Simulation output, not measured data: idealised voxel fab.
This is a process module. Its name is voxel double patterning.
Pictured: cross-section cut, 195 nm wide, on a grid of 5 nm square cells.
A cross-section is a grid of square cells, given in bands from the top down. A band is one or more rows of cells. Per band: top height and bottom height in nm, followed by the left-to-right materials and their widths in nm; "edge to edge" marks a single material spanning edge to edge, "air" marks empty space. Counting heights begins at 0, where everything beneath is, in the wafer as received, one material. The lowest band has no bottom; it goes on downwards, as "0 down" shows. The expression "30..40" gives the width at the extremes of the band, the first number at its top row of cells and the second at its bottom row, with the width changing by equal amounts from each row to the next in between. When a step is marked "no modifications", none of the cells in the cross-section changed during that step. Entry "Closed internal voids" = empty spaces >= 8 cells with no open way to the top; each as width x height at distance, distance from left edge, all nm. Whatever follows a step's settings on its line is a remark the simulator itself makes about that step. If you see "overlay nm" on a step's line and that step has a mask, it's telling you how far right of where it was planned the mask ended up; a negative number means it went left instead.

Here's what the planned process steps look like:
step 1: RECEIVE: material Si
step 2: CONFORMAL_DEP: material SiN, thk nm 5
step 3: DIRECTIONAL_DEP: material SiO2, thk nm 15
step 4: DIRECTIONAL_DEP: material SiCN, thk nm 5
step 5: MASKED_ETCH: tone open, mask id FIRST, width nm 15, pitch nm 50, etch materials SiCN, depth nm 5, overlay nm 0
step 6: PATTERN: tone open, mask id SECOND, material resist, width nm 15, pitch nm 50, thk nm 15, overlay nm 0
step 7: DIRECTIONAL_ETCH: etch materials SiCN, depth nm 5
step 8: STRIP: etch materials resist
step 9: DIRECTIONAL_ETCH: etch materials SiO2, depth nm 15
step 10: STRIP: etch materials SiCN

The first of the two wafers, which ran as planned:

Cross-section: wafer on arrival = after step 1:
0 down | Si edge to edge
Closed internal voids: none

Presented here is a cross-section of the wafer after step 2 has been performed:
5 to 0 | SiN edge to edge
Everything under 0 stays put, no change at all.

Presented here is a cross-section of the wafer after step 3 has been performed:
20 to 5 | SiO2 edge to edge
Everything under 5 stays put, no change at all.

Presented here is a cross-section of the wafer after step 4 has been performed:
25 to 20 | SiCN edge to edge
Everything under 20 stays put, no change at all.

Presented here is a cross-section of the wafer after step 5 has been performed:
25 to 20 | SiCN 40 nm | air 15 nm | SiCN 35 nm | air 15 nm | SiCN 35 nm | air 15 nm | SiCN 40 nm
Everything under 20 stays put, no change at all.

Presented here is a cross-section of the wafer after step 6 has been performed:
40 to 25 | resist 65 nm | air 15 nm | resist 35 nm | air 15 nm | resist 65 nm
25 to 20 | SiCN 40 nm | resist 15 nm | SiCN 35 nm | resist 15 nm | SiCN 35 nm | resist 15 nm | SiCN 40 nm
Everything under 20 stays put, no change at all.

Presented here is a cross-section of the wafer after step 7 has been performed:
40 to 25 | resist 65 nm | air 15 nm | resist 35 nm | air 15 nm | resist 65 nm
25 to 20 | SiCN 40 nm | resist 15 nm | SiCN 10 nm | air 15 nm | SiCN 10 nm | resist 15 nm | SiCN 10 nm | air 15 nm | SiCN 10 nm | resist 15 nm | SiCN 40 nm
Everything under 20 stays put, no change at all.

Presented here is a cross-section of the wafer after step 8 has been performed:
25 to 20 | SiCN 40 nm | air 15 nm | SiCN 10 nm | air 15 nm | SiCN 10 nm | air 15 nm | SiCN 10 nm | air 15 nm | SiCN 10 nm | air 15 nm | SiCN 40 nm
Everything under 20 stays put, no change at all.

Presented here is a cross-section of the wafer after step 9 has been performed:
25 to 20 | SiCN 40 nm | air 15 nm | SiCN 10 nm | air 15 nm | SiCN 10 nm | air 15 nm | SiCN 10 nm | air 15 nm | SiCN 10 nm | air 15 nm | SiCN 40 nm
20 to 5 | SiO2 40 nm | air 15 nm | SiO2 10 nm | air 15 nm | SiO2 10 nm | air 15 nm | SiO2 10 nm | air 15 nm | SiO2 10 nm | air 15 nm | SiO2 40 nm
Everything under 5 stays put, no change at all.

Presented here is a cross-section of the wafer after step 10 has been performed:
20 to 5 | SiO2 40 nm | air 15 nm | SiO2 10 nm | air 15 nm | SiO2 10 nm | air 15 nm | SiO2 10 nm | air 15 nm | SiO2 10 nm | air 15 nm | SiO2 40 nm
Everything under 5 stays put, no change at all.

Second wafer - shared start and plan with the first - one error in running - same as the first up to step 1 inclusive:

Second wafer profile in section, at the moment step 2 of the plan was meant to be complete:
15 to 0 | SiO2 edge to edge
Everything under 0 stays put, no change at all.

Second wafer profile in section, at the moment step 3 of the plan was meant to be complete:
20 to 15 | SiN edge to edge
Everything under 15 stays put, no change at all.

Second wafer profile in section, at the moment step 4 of the plan was meant to be complete:
25 to 20 | SiCN edge to edge
Everything under 20 stays put, no change at all.

Second wafer profile in section, at the moment step 5 of the plan was meant to be complete:
25 to 20 | SiCN 40 nm | air 15 nm | SiCN 35 nm | air 15 nm | SiCN 35 nm | air 15 nm | SiCN 40 nm
Everything under 20 stays put, no change at all.

Second wafer profile in section, at the moment step 6 of the plan was meant to be complete:
40 to 25 | resist 65 nm | air 15 nm | resist 35 nm | air 15 nm | resist 65 nm
25 to 20 | SiCN 40 nm | resist 15 nm | SiCN 35 nm | resist 15 nm | SiCN 35 nm | resist 15 nm | SiCN 40 nm
Everything under 20 stays put, no change at all.

Second wafer profile in section, at the moment step 7 of the plan was meant to be complete:
40 to 25 | resist 65 nm | air 15 nm | resist 35 nm | air 15 nm | resist 65 nm
25 to 20 | SiCN 40 nm | resist 15 nm | SiCN 10 nm | air 15 nm | SiCN 10 nm | resist 15 nm | SiCN 10 nm | air 15 nm | SiCN 10 nm | resist 15 nm | SiCN 40 nm
Everything under 20 stays put, no change at all.

Second wafer profile in section, at the moment step 8 of the plan was meant to be complete:
25 to 20 | SiCN 40 nm | air 15 nm | SiCN 10 nm | air 15 nm | SiCN 10 nm | air 15 nm | SiCN 10 nm | air 15 nm | SiCN 10 nm | air 15 nm | SiCN 40 nm
Everything under 20 stays put, no change at all.

Second wafer profile in section, at the moment step 9 of the plan was meant to be complete: no modifications

Second wafer profile in section, at the moment step 10 of the plan was meant to be complete:
20 to 15 | SiN edge to edge
Everything under 15 stays put, no change at all.
In executing the process, a mistake was made relative to the plan: swap of plan steps 2 and 3 during execution
End check, counted in cells, second wafer has more or fewer of these materials than the first: SiO2 +45
